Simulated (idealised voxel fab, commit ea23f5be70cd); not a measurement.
The process module presented herein is designated voxel trench capacitor.
It is cross-section cut that appears here, measuring 200 nm in width, its square cells being 5 nm in size.
Cross-section layout: square cells on a grid; listed as bands, top to bottom; a band spans one or more cell rows. Basically the band line says how high the top is and how high the bottom is, in nm, and then what's in it from left to right, every material with its width in nm. Empty space shows up as "empty", and if a single material carries "everywhere" it runs the full band edge to edge. Convention: height 0 is the level below which the wafer, as received, is all one material. The lowest band does not terminate at the bottom but continues downward, represented as "0 -> down". Quick explanation for "30..40": the width changes in equal steps down the rows of cells, from the first number in the band's top row to the second number in its bottom row. A step reported as "remained the same" is a step in which no cell of the cross-section changed. Look at "Trapped void list" for the closed voids: empty spaces with no open path to the top, sized 8 cells or up. Each is width x height at distance, distance from the left edge, all nm. The remark found on a step's line after its settings is issued by the simulator itself and pertains to that step. When a step includes a mask, the "overlay nm" setting on its line states how far to the right of its planned place that mask lay, and negative values state how far to the left.
**Steps planned for the process**
| 1 | RECEIVE [material Si] |
| 2 | CONFORMAL_DEP [material SiN] [thk nm 5] |
| 3 | PATTERN [tone open] [mask id TRENCH] [material resist] [width nm 30] [pitch nm 45] [thk nm 15] [overlay nm 0] |
| 4 | DIRECTIONAL_ETCH [etch materials SiN] [depth nm 5] |
| 5 | DIRECTIONAL_ETCH [etch materials Si] [depth nm 35] |
| 6 | STRIP [etch materials resist] |
| 7 | CONFORMAL_DEP [material Al2O3] [thk nm 5] |
| 8 | CONFORMAL_DEP [material TiN] [thk nm 5] |
| 9 | FILL_DEP [material W] [thk nm 5] |
| 10 | CMP [height nm 5] |
What sets these wafers apart? The thk nm at step 7. They all start alike, and the plan carries the first wafer's value.
**First wafer of several, as received: cross-section after step 1**
0 -> down = Si everywhere
Trapped void list: none
**End of module, by wafer: material-by-material cell gain (+) or loss (-) since receipt, then closed voids**
thk nm 5; +40 Al2O3; -84 Si; +28 SiN; +32 TiN; +24 W; Trapped void list: none
thk nm 10; +72 Al2O3; -84 Si; +28 SiN; +24 TiN; Trapped void list: none
thk nm 15; +96 Al2O3; -84 Si; +28 SiN; Trapped void list: none
thk nm 20; +96 Al2O3; -84 Si; +28 SiN; Trapped void list: none
